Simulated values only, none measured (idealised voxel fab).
process module | voxel ribs on slabs
cross-section cut | 145 nm wide | cells 5 nm
A cross-section is a grid of square cells, given in bands from the top down. A band is one or more rows of cells.
Each band's line starts with the height of the band's top and of its bottom, in nm. Then come its materials from left to right, each with its width in nm. One material with "throughout" fills the band from edge to edge. "air" is empty space.
Height 0 is the level under which the wafer as received is all one material. The lowest band goes on downwards, as in "0 down".
A width such as "30 to 40" changes by the same amount from each row of cells to the next, from the band's top row to its bottom row.
"no change" after a step means that no cell of the cross-section changed.
closed voids: empty space of 8 cells or more with no open way to the top, each as width x height at its distance from the left edge, in nm
after a step's settings: what the simulator itself notes on the step
overlay nm, on a step with a mask: how far to the right of its planned place the mask lay; to the left if negative
plan
1 op RECEIVE | material Si
2 op DIRECTIONAL_DEP | material SiO2 | thk nm 25
3 op DIRECTIONAL_DEP | material SiN | thk nm 15
4 op PATTERN | tone cover | mask id RIB | material resist | width nm 25 | thk nm 20 | overlay nm 0
5 op DIRECTIONAL_ETCH | etch materials SiN | depth nm 5
6 op STRIP | etch materials resist
7 op PATTERN | tone cover | mask id SLAB | material resist | width nm 85 | thk nm 15 | overlay nm 0
8 op DIRECTIONAL_ETCH | etch materials SiN | depth nm 10
9 op STRIP | etch materials resist
10 op FILL_DEP | material SiO2 | thk nm 15
11 op CMP | height nm 50
12 op DIRECTIONAL_DEP | material W | thk nm 10
13 op PATTERN | tone cover | mask id HEATER | material resist | width nm 35 | thk nm 20 | overlay nm 0
14 op DIRECTIONAL_ETCH | etch materials W | depth nm 10
15 op STRIP | etch materials resist
16 op CONFORMAL_DEP | material SiO2 | thk nm 5
as received, after step 1
  0 down: Si throughout
  closed voids: none
a wafer at the end: this start, this plan, one mistake
  65 to 60: air 50 | SiO2 45 | air 50
  60 to 55: SiO2 55 | W 35 | SiO2 55
  55 to 50: W throughout
  50 to 40: SiO2 throughout
  40 to 35: SiO2 60 | SiN 25 | SiO2 60
  35 to 25: SiO2 30 | SiN 85 | SiO2 30
  25 to 0: SiO2 throughout
  0 down: Si throughout
  closed voids: none
what went wrong: step 14 ran as: op DIRECTIONAL_ETCH | etch materials W | depth nm 5
